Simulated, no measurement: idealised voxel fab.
The process module presented herein is designated voxel transistor to metal.
The cross-section shown here is cut; it is 300 nm wide and divided into square cells measuring 5 nm on a side.
Throughout this document, each cross-section is represented as a grid of square cells and is presented as a sequence of bands enumerated from the top downward, where a band comprises one or more rows of cells. Top, bottom (nm), then materials left to right with widths (nm); lone material tagged "full width" fills the whole band edge to edge; "air" = empty space. Heights are measured from 0, the level below which the as-received wafer is all one material; the lowest band has no bottom and continues downward, written as in "top 0, no bottom". The two numbers in a width such as "30->40" mark its ends across the band: the first belongs to the top row of cells, the second to the bottom row, and from each row to the next the width moves by the same amount. It should be understood that the words "no alteration", when stated for a given step, signify that the cross-section underwent no change in any of its cells during that step. Basically, "Enclosed void inventory" tells you about the enclosed voids: empty spaces with no open way to the top, 8 cells or bigger, each written width x height at distance, where distance is from the left edge, all in nm. On a step's line, text after the settings is the simulator commenting on that step. "overlay nm" denotes, for a step that has a mask, the displacement of the mask to the right of its planned place, with negative values corresponding to the left.

# Process steps - plan
| 1 | RECEIVE | material Si |
| 2 | OXIDIZE | depth nm 5 |
| 3 | CONFORMAL_DEP | material SiN | thk nm 15 |
| 4 | PATTERN | tone cover | mask id ACTIVE | material resist | width nm 95 | pitch nm 115 | thk nm 20 | overlay nm 0 |
| 5 | DIRECTIONAL_ETCH | etch materials SiN | depth nm 15 |
| 6 | DIRECTIONAL_ETCH | etch materials SiO2 | depth nm 5 |
| 7 | DIRECTIONAL_ETCH | etch materials Si | depth nm 35 |
| 8 | STRIP | etch materials resist |
| 9 | FILL_DEP | material SiO2 | thk nm 15 |
| 10 | CMP | height nm 15 |
| 11 | SELECTIVE_ETCH | etch materials SiO2 | depth nm 10 |
| 12 | STRIP | etch materials SiN |
| 13 | SELECTIVE_ETCH | etch materials SiO2 | depth nm 5 |
| 14 | OXIDIZE | depth nm 5 |
| 15 | DIRECTIONAL_DEP | material polySi | thk nm 20 |
| 16 | DIRECTIONAL_DEP | material SiCN | thk nm 10 |
| 17 | PATTERN | tone cover | mask id GATE | material resist | width nm 25 | pitch nm 115 | thk nm 15 | overlay nm 0 |
| 18 | DIRECTIONAL_ETCH | etch materials SiCN | depth nm 20 |
| 19 | DIRECTIONAL_ETCH | etch materials polySi | depth nm 30 |
| 20 | STRIP | etch materials resist |
| 21 | CONFORMAL_DEP | material SiN | thk nm 5 |
| 22 | DIRECTIONAL_ETCH | etch materials SiN | depth nm 5 |
| 23 | DIRECTIONAL_ETCH | etch materials SiO2 | depth nm 5 |
| 24 | EPI | material SiGe | thk nm 5 |
| 25 | FILL_DEP | material SiO2 | thk nm 10 |
| 26 | CMP | height nm 15 |
| 27 | STRIP | etch materials polySi |
| 28 | SELECTIVE_ETCH | etch materials SiO2 | depth nm 5 |
| 29 | CONFORMAL_DEP | material HfO2 | thk nm 5 |
| 30 | CONFORMAL_DEP | material TiN | thk nm 5 |
| 31 | FILL_DEP | material W | thk nm 10 |
| 32 | CMP | height nm 10 |
| 33 | DIRECTIONAL_DEP | material SiO2 | thk nm 10 |
| 34 | DIRECTIONAL_DEP | material aC | thk nm 10 |
| 35 | PATTERN | tone open | mask id CONTACT | material resist | width nm 15 | thk nm 30 | overlay nm 0 |
| 36 | DIRECTIONAL_ETCH | etch materials aC | depth nm 10 |
| 37 | STRIP | etch materials resist |
| 38 | DIRECTIONAL_ETCH | etch materials SiO2 | depth nm 25 |
| 39 | STRIP | etch materials aC |
| 40 | CONFORMAL_DEP | material TiN | thk nm 5 |
| 41 | FILL_DEP | material Ru | thk nm 5 |
| 42 | CMP | height nm 20 |
| 43 | CONFORMAL_DEP | material SiN | thk nm 5 |
| 44 | DIRECTIONAL_DEP | material SiO2 | thk nm 25 |
| 45 | MASKED_ETCH | tone open | mask id METAL_1 | width nm 15 | etch materials SiO2 | depth nm 25 | overlay nm 0 |
| 46 | MASKED_ETCH | tone open | mask id METAL_1 | width nm 15 | etch materials SiN | depth nm 5 | overlay nm 0 |
| 47 | CONFORMAL_DEP | material TiN | thk nm 5 |
| 48 | FILL_DEP | material Ru | thk nm 10 |
| 49 | CMP | height nm 50 |
| 50 | CONFORMAL_DEP | material SiCN | thk nm 5 |
| 51 | DIRECTIONAL_DEP | material lowk | thk nm 30 |
| 52 | DIRECTIONAL_DEP | material aC | thk nm 10 |
| 53 | PATTERN | tone open | mask id METAL_2 | material resist | width nm 15 | pitch nm 115 | thk nm 25 | overlay nm 0 |
| 54 | DIRECTIONAL_ETCH | etch materials aC | depth nm 10 |
| 55 | STRIP | etch materials resist |
| 56 | DIRECTIONAL_ETCH | etch materials lowk | depth nm 20 |
| 57 | STRIP | etch materials aC |
| 58 | DIRECTIONAL_DEP | material aC | thk nm 15 |
| 59 | PATTERN | tone open | mask id METAL_2_HOLES | material resist | width nm 15 | pitch nm 115 | thk nm 30 | overlay nm 0 |
| 60 | DIRECTIONAL_ETCH | etch materials aC | depth nm 15 |
| 61 | STRIP | etch materials resist |
| 62 | DIRECTIONAL_ETCH | etch materials lowk | depth nm 10 |
| 63 | DIRECTIONAL_ETCH | etch materials SiCN | depth nm 5 |
| 64 | STRIP | etch materials aC |
| 65 | CONFORMAL_DEP | material TiN | thk nm 5 |
| 66 | FILL_DEP | material Ru | thk nm 10 |
| 67 | CMP | height nm 85 |
| 68 | CONFORMAL_DEP | material SiN | thk nm 5 |

# This is the cross-section of the wafer as we received it, i.e. after step 1
top 0, no bottom | Si full width
Enclosed void inventory: none

# First of two wafers, end-of-module section, run followed plan
top 90, bottom 85 | SiN full width
top 85, bottom 55 | lowk=50; TiN=5; Ru=5; TiN=5; lowk=100; TiN=5; Ru=5; TiN=5; lowk=120
top 55, bottom 50 | SiCN=50; TiN=15; SiCN=100; TiN=15; SiCN=120
top 50, bottom 25 | SiO2=50; TiN=5; Ru=5; TiN=5; SiO2=55; TiN=5; Ru=5; TiN=5; SiO2=30; TiN=5; Ru=5; TiN=5; SiO2=55; TiN=5; Ru=5; TiN=5; SiO2=50
top 25, bottom 20 | SiN=50; TiN=15; SiN=55; TiN=15; SiN=30; TiN=15; SiN=55; TiN=15; SiN=50
top 20, bottom 10 | SiO2=50; TiN=5; Ru=5; TiN=5; SiO2=55; TiN=5; Ru=5; TiN=5; SiO2=30; TiN=5; Ru=5; TiN=5; SiO2=55; TiN=5; Ru=5; TiN=5; SiO2=50
top 10, bottom 0 | SiO2=50; TiN=5; Ru=5; TiN=5; SiO2=10; SiN=5; HfO2=5; TiN=5; W=5; TiN=5; HfO2=5; SiN=5; SiO2=10; TiN=5; Ru=5; TiN=5; SiO2=30; TiN=5; Ru=5; TiN=5; SiO2=10; SiN=5; HfO2=5; TiN=5; W=5; TiN=5; HfO2=5; SiN=5; SiO2=10; TiN=5; Ru=5; TiN=5; SiO2=50
top 0, bottom -5 | SiO2=40; SiN=5; SiO2=5; TiN=15; SiO2=10; SiN=5; HfO2=5; TiN=15; HfO2=5; SiN=5; SiO2=10; TiN=15; SiO2=5; SiN=5; SiO2=10; SiN=5; SiO2=5; TiN=15; SiO2=10; SiN=5; HfO2=5; TiN=15; HfO2=5; SiN=5; SiO2=10; TiN=15; SiO2=5; SiN=5; SiO2=40
top -5, bottom -10 | SiO2=45; SiGe=30; HfO2=35; SiGe=30; SiO2=20; SiGe=30; HfO2=35; SiGe=30; SiO2=45
top -10, bottom -40 | SiO2=45; Si=95; SiO2=20; Si=95; SiO2=45
top -40, no bottom | Si full width
Enclosed void inventory: none

# Here's the second of our two wafers sectioned at module end. Same start as the first, same plan, but one mistake got made running it
top 90, bottom 85 | SiN full width
top 85, bottom 55 | lowk=50; TiN=5; Ru=5; TiN=5; lowk=100; TiN=5; Ru=5; TiN=5; lowk=120
top 55, bottom 50 | SiCN=50; TiN=15; SiCN=100; TiN=15; SiCN=120
top 50, bottom 25 | SiO2=50; TiN=5; Ru=5; TiN=5; SiO2=55; TiN=5; Ru=5; TiN=5; SiO2=30; TiN=5; Ru=5; TiN=5; SiO2=55; TiN=5; Ru=5; TiN=5; SiO2=50
top 25, bottom 20 | SiN=50; TiN=15; SiN=55; TiN=15; SiN=30; TiN=15; SiN=55; TiN=15; SiN=50
top 20, bottom 10 | SiO2=50; TiN=5; Ru=5; TiN=5; SiO2=55; TiN=5; Ru=5; TiN=5; SiO2=30; TiN=5; Ru=5; TiN=5; SiO2=55; TiN=5; Ru=5; TiN=5; SiO2=50
top 10, bottom 0 | SiO2=50; TiN=5; Ru=5; TiN=5; SiO2=10; SiN=5; HfO2=5; TiN=5; W=5; TiN=5; HfO2=5; SiN=5; SiO2=10; TiN=5; Ru=5; TiN=5; SiO2=30; TiN=5; Ru=5; TiN=5; SiO2=10; SiN=5; HfO2=5; TiN=5; W=5; TiN=5; HfO2=5; SiN=5; SiO2=10; TiN=5; Ru=5; TiN=5; SiO2=50
top 0, bottom -5 | SiO2=40; SiN=5; SiO2=5; TiN=15; SiO2=10; SiN=5; HfO2=5; TiN=15; HfO2=5; SiN=5; SiO2=10; TiN=15; SiO2=5; SiN=5; SiO2=10; SiN=5; SiO2=5; TiN=15; SiO2=10; SiN=5; HfO2=5; TiN=15; HfO2=5; SiN=5; SiO2=10; TiN=15; SiO2=5; SiN=5; SiO2=40
top -5, bottom -10 | SiO2=45; SiGe=30; HfO2=35; SiGe=30; SiO2=20; SiGe=30; HfO2=35; SiGe=30; SiO2=45
top -10, bottom -75 | SiO2=45; Si=95; SiO2=20; Si=95; SiO2=45
top -75, no bottom | Si full width
Enclosed void inventory: none
What went wrong in running the wafer? step 7 from the plan got run twice
Wafer comparison, final, in cells, second relative to first, materials more or fewer: Si: 154 fewer | SiO2: 154 more
